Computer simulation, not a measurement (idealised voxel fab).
The following process module bears the name voxel air gaps.
Cross-section cut spans 245 nm and uses square cells 5 nm in size.
Just so we're on the same page, the cross-sections are grids of square cells, and they're listed out in bands top to bottom, each band one or more rows deep.
Top, bottom (nm), then materials left to right with widths (nm); lone material tagged "everywhere" fills the whole band edge to edge; "empty" = empty space.
Heights from 0 (as-received wafer is one material below). Bottom band endless downward, as "0 nm and below".
The two numbers in a width such as "30->40" mark its ends across the band: the first belongs to the top row of cells, the second to the bottom row, and from each row to the next the width moves by the same amount.
For the purposes of this document, the phrase "remained unchanged" attached to a step denotes that no cell within the cross-section was modified by that step.
Each empty space that has no open way to the top and spans at least 8 cells appears under "Closed void entries" as width x height at distance, the distance counted from the left edge, all in nm.
That trailing text on a step's line, after the settings, is the simulator's own remark on the step.
overlay nm: how far to the right of its planned place the mask lay on this masked step (negative: to the left).
This section lists the process steps that were planned
| 1 | RECEIVE with material Si |
| 2 | CONFORMAL_DEP with material SiO2, thk nm 15 |
| 3 | CONFORMAL_DEP with material SiCN, thk nm 5 |
| 4 | DIRECTIONAL_DEP with material lowk, thk nm 35 |
| 5 | PATTERN with tone open, mask id LINES, material resist, width nm 25, pitch nm 55, thk nm 20, overlay nm 0 |
| 6 | DIRECTIONAL_ETCH with etch materials lowk, depth nm 35 |
| 7 | STRIP with etch materials resist |
| 8 | CONFORMAL_DEP with material TiN, thk nm 5 |
| 9 | FILL_DEP with material W, thk nm 5 |
| 10 | CMP with height nm 55 |
| 11 | EPI with material Ru, thk nm 10 |
| 12 | SELECTIVE_ETCH with etch materials lowk, depth nm 45 |
| 13 | CONFORMAL_DEP with material SiCN, thk nm 5 |
What follows covers the first of two wafers; it ran as planned
As-received wafer cross-section (after step 1)
  0 nm and below: Si everywhere
  Closed void entries: none
Wafer after step 2 (cross-section)
  15 nm to 0 nm: SiO2 everywhere
  At heights below 0, the structure remains unaltered.
Wafer after step 3 (cross-section)
  20 nm to 15 nm: SiCN everywhere
  At heights below 15, the structure remains unaltered.
Wafer after step 4 (cross-section)
  55 nm to 20 nm: lowk everywhere
  At heights below 20, the structure remains unaltered.
Wafer after step 5 (cross-section)
  75 nm to 55 nm: 55 resist  25 empty  30 resist  25 empty  30 resist  25 empty  55 resist
  At heights below 55, the structure remains unaltered.
Wafer after step 6 (cross-section)
  75 nm to 55 nm: 55 resist  25 empty  30 resist  25 empty  30 resist  25 empty  55 resist
  55 nm to 20 nm: 55 lowk  25 empty  30 lowk  25 empty  30 lowk  25 empty  55 lowk
  At heights below 20, the structure remains unaltered.
Wafer after step 7 (cross-section)
  55 nm to 20 nm: 55 lowk  25 empty  30 lowk  25 empty  30 lowk  25 empty  55 lowk
  At heights below 20, the structure remains unaltered.
Wafer after step 8 (cross-section)
  60 nm to 55 nm: 60 TiN  15 empty  40 TiN  15 empty  40 TiN  15 empty  60 TiN
  55 nm to 25 nm: 55 lowk  5 TiN  15 empty  5 TiN  30 lowk  5 TiN  15 empty  5 TiN  30 lowk  5 TiN  15 empty  5 TiN  55 lowk
  25 nm to 20 nm: 55 lowk  25 TiN  30 lowk  25 TiN  30 lowk  25 TiN  55 lowk
  At heights below 20, the structure remains unaltered.
Wafer after step 9 (cross-section)
  65 nm to 60 nm: W everywhere
  60 nm to 55 nm: 60 TiN  15 W  40 TiN  15 W  40 TiN  15 W  60 TiN
  55 nm to 25 nm: 55 lowk  5 TiN  15 W  5 TiN  30 lowk  5 TiN  15 W  5 TiN  30 lowk  5 TiN  15 W  5 TiN  55 lowk
  At heights below 25, the structure remains unaltered.
Wafer after step 10 (cross-section)
  55 nm to 25 nm: 55 lowk  5 TiN  15 W  5 TiN  30 lowk  5 TiN  15 W  5 TiN  30 lowk  5 TiN  15 W  5 TiN  55 lowk
  At heights below 25, the structure remains unaltered.
Wafer after step 11 (cross-section)
  65 nm to 55 nm: 45 empty  45 Ru  10 empty  45 Ru  10 empty  45 Ru  45 empty
  At heights below 55, the structure remains unaltered.
Wafer after step 12 (cross-section)
  65 nm to 55 nm: 45 empty  45 Ru  10 empty  45 Ru  10 empty  45 Ru  45 empty
  55 nm to 25 nm: 55 empty  5 TiN  15 W  5 TiN  30 empty  5 TiN  15 W  5 TiN  30 empty  5 TiN  15 W  5 TiN  55 empty
  25 nm to 20 nm: 55 empty  25 TiN  30 empty  25 TiN  30 empty  25 TiN  55 empty
  At heights below 20, the structure remains unaltered.
Wafer after step 13 (cross-section)
  70 nm to 65 nm: 40 empty  165 SiCN  40 empty
  65 nm to 55 nm: 40 empty  5 SiCN  45 Ru  10 SiCN  45 Ru  10 SiCN  45 Ru  5 SiCN  40 empty
  55 nm to 50 nm: 40 empty  15 SiCN  5 TiN  15 W  5 TiN  30 SiCN  5 TiN  15 W  5 TiN  30 SiCN  5 TiN  15 W  5 TiN  15 SiCN  40 empty
  50 nm to 25 nm: 50 empty  5 SiCN  5 TiN  15 W  5 TiN  5 SiCN  20 empty  5 SiCN  5 TiN  15 W  5 TiN  5 SiCN  20 empty  5 SiCN  5 TiN  15 W  5 TiN  5 SiCN  50 empty
  25 nm to 20 nm: 55 SiCN  25 TiN  30 SiCN  25 TiN  30 SiCN  25 TiN  55 SiCN
  At heights below 20, the structure remains unaltered.
  Closed void entries: 20 x 25 at 85; 20 x 25 at 140
Second wafer: same start and same plan as the first, one execution error; identical to the first through step 2
Second wafer at the planned finish of step 3, seen in cross-section: remained unchanged
Second wafer at the planned finish of step 4, seen in cross-section
  50 nm to 15 nm: lowk everywhere
  At heights below 15, the structure remains unaltered.
Second wafer at the planned finish of step 5, seen in cross-section
  70 nm to 50 nm: 55 resist  25 empty  30 resist  25 empty  30 resist  25 empty  55 resist
  At heights below 50, the structure remains unaltered.
Second wafer at the planned finish of step 6, seen in cross-section
  70 nm to 50 nm: 55 resist  25 empty  30 resist  25 empty  30 resist  25 empty  55 resist
  50 nm to 15 nm: 55 lowk  25 empty  30 lowk  25 empty  30 lowk  25 empty  55 lowk
  At heights below 15, the structure remains unaltered.
Second wafer at the planned finish of step 7, seen in cross-section
  50 nm to 15 nm: 55 lowk  25 empty  30 lowk  25 empty  30 lowk  25 empty  55 lowk
  At heights below 15, the structure remains unaltered.
Second wafer at the planned finish of step 8, seen in cross-section
  55 nm to 50 nm: 60 TiN  15 empty  40 TiN  15 empty  40 TiN  15 empty  60 TiN
  50 nm to 20 nm: 55 lowk  5 TiN  15 empty  5 TiN  30 lowk  5 TiN  15 empty  5 TiN  30 lowk  5 TiN  15 empty  5 TiN  55 lowk
  20 nm to 15 nm: 55 lowk  25 TiN  30 lowk  25 TiN  30 lowk  25 TiN  55 lowk
  At heights below 15, the structure remains unaltered.
Second wafer at the planned finish of step 9, seen in cross-section
  60 nm to 55 nm: W everywhere
  55 nm to 50 nm: 60 TiN  15 W  40 TiN  15 W  40 TiN  15 W  60 TiN
  50 nm to 20 nm: 55 lowk  5 TiN  15 W  5 TiN  30 lowk  5 TiN  15 W  5 TiN  30 lowk  5 TiN  15 W  5 TiN  55 lowk
  At heights below 20, the structure remains unaltered.
Second wafer at the planned finish of step 10, seen in cross-section
  55 nm to 50 nm: 60 TiN  15 W  40 TiN  15 W  40 TiN  15 W  60 TiN
  At heights below 50, the structure remains unaltered.
Second wafer at the planned finish of step 11, seen in cross-section
  65 nm to 55 nm: Ru everywhere
  At heights below 55, the structure remains unaltered.
Second wafer at the planned finish of step 12, seen in cross-section: remained unchanged
Second wafer at the planned finish of step 13, seen in cross-section
  70 nm to 65 nm: SiCN everywhere
  At heights below 65, the structure remains unaltered.
Nonconformance to the process plan: yeah, step 3 of the plan got skipped, never ran
Looking at both finished wafers in cells, the second ends up ahead of or behind the first on some materials: Ru +44; SiCN -127; TiN +40; W +9; lowk +238
Upon completion, the first wafer exhibits 2 closed voids and the second wafer exhibits 0.
